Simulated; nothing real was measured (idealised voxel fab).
Proc. module: voxel air gaps
Shown is cross-section cut, with a width of 195 nm and square cells of size 5 nm.
Each cross-section below is a grid of square cells, stated as bands in top-down order, with one or more rows of cells making up each band.
Each band's line starts with the height of the band's top and of its bottom, in nm. Then come its materials from left to right, each with its width in nm. One material with "edge to edge" fills the band from edge to edge. "air" is empty space.
Height datum 0, below which the as-received substrate wafer is one material. Lowest band open at the bottom, running downward: "0 down".
Width: "30..40" (first number = top row, second number = bottom row, same change from row to row of cells).
"remained unchanged" for a step: no cell of the cross-section changed in that step.
What "Sealed void listing" gives you is every empty space of 8 cells or more that is cut off from the top. Each appears as width x height at distance, with the distance taken from the left edge and width, height and distance all in nm.
It should be noted that, on the line of a given step, the content following the step's settings is a remark produced by the simulator itself with respect to that step.
"overlay nm" answers the question of how far to the right of plan the mask lay on a step that has a mask, and when it is negative the answer is to the left.

**Intended process steps**
1) RECEIVE [material Si]
2) CONFORMAL_DEP [material SiO2] [thk nm 15]
3) CONFORMAL_DEP [material SiN] [thk nm 5]
4) DIRECTIONAL_DEP [material SiO2] [thk nm 40]
5) DIRECTIONAL_DEP [material aC] [thk nm 15]
6) PATTERN [tone open] [mask id LINES] [material resist] [width nm 15] [pitch nm 45] [thk nm 35] [overlay nm 0]
7) DIRECTIONAL_ETCH [etch materials aC] [depth nm 15]
8) STRIP [etch materials resist]
9) DIRECTIONAL_ETCH [etch materials SiO2] [depth nm 40]
10) STRIP [etch materials aC]
11) CONFORMAL_DEP [material TiN] [thk nm 5]
12) FILL_DEP [material W] [thk nm 5]
13) CMP [height nm 60]
14) EPI [material Ru] [thk nm 10]
15) SELECTIVE_ETCH [etch materials SiO2] [depth nm 50]
16) CONFORMAL_DEP [material SiN] [thk nm 5]

**Cross-section of the wafer at receipt, which is the condition after step 1**
> 0 down  Si edge to edge
> Sealed void listing: none

**Result of the module, cross-sectioned: start per above, plan per above, one error in how it was run**
> 65 to 55  SiN edge to edge
> 55 to 0  SiO2 edge to edge
> 0 down  Si edge to edge
> Sealed void listing: none
Plan not followed: steps 3 and 4 were swapped
